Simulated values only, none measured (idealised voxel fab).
Process module heading - voxel plated lines
Displayed cross-section: cut, width of 255 nm, square cells sized 5 nm.
For the purposes of this document, a cross-section shall be understood as a grid of square cells, specified as bands listed in top-to-bottom order, each band consisting of one or more rows of cells. A band entry consists of two parts. The first gives the height of the band's top and the height of its bottom, in nm. The rest lists the band's materials from left to right, each with its width in nm. A single material labelled with the word "everywhere" fills the band from edge to edge, and the word "blank" marks empty space. We count height from 0. Below that, the starting wafer is all one material. The lowest band never ends at the bottom but goes on down; see "0 down" for how that is written. Width: "30 to 40" (first number = top row, second number = bottom row, same change from row to row of cells). Step marked "nothing different"? Then no cell in the cross-section changed in it. If an empty space has no open way to the top and is at least 8 cells in size, "Closed voids list" lists it, written width x height at distance, where distance is measured from the left edge and every value is in nm. Whatever follows a step's settings on its line is a remark the simulator itself makes about that step. Among the settings permitted on a step's line is "overlay nm"; applied to a step with a mask, it specifies the extent to which the mask lay to the right of its planned position, whereas a negative figure signifies a position to the left.
## Steps planned for the process
1,RECEIVE | material Si
2,CONFORMAL_DEP | material Al2O3 | thk nm 15
3,DIRECTIONAL_DEP | material TiN | thk nm 5
4,PATTERN | tone open | mask id LINES | material resist | width nm 15 | pitch nm 40 | thk nm 30 | overlay nm 0
5,EPI | material Ru | thk nm 10
6,EPI | material Ru | thk nm 5
7,STRIP | etch materials resist
8,DIRECTIONAL_ETCH | etch materials TiN | depth nm 5
9,CONFORMAL_DEP | material SiO2 | thk nm 5
## Cross-section of the wafer upon arrival, representing the state reached after step 1
	0 down = Si everywhere
	Closed voids list: none
## This is how the wafer looks in cross-section once the module is done, given the starting state and plan above and one mistake in carrying the plan out
	40 to 35 = 95 nm blank, 30 nm SiO2, 10 nm blank, 30 nm SiO2, 90 nm blank
	35 to 20 = 95 nm blank, 5 nm SiO2, 20 nm Ru, 5 nm SiO2, 10 nm blank, 5 nm SiO2, 20 nm Ru, 5 nm SiO2, 90 nm blank
	20 to 15 = 100 nm SiO2, 20 nm TiN, 20 nm SiO2, 20 nm TiN, 95 nm SiO2
	15 to 0 = Al2O3 everywhere
	0 down = Si everywhere
	Closed voids list: none
Here's what went sideways: step 4 was processed under conditions differing from the plan, specifically as PATTERN | tone open | mask id LINES | material resist | width nm 20 | pitch nm 40 | thk nm 30 | overlay nm 0
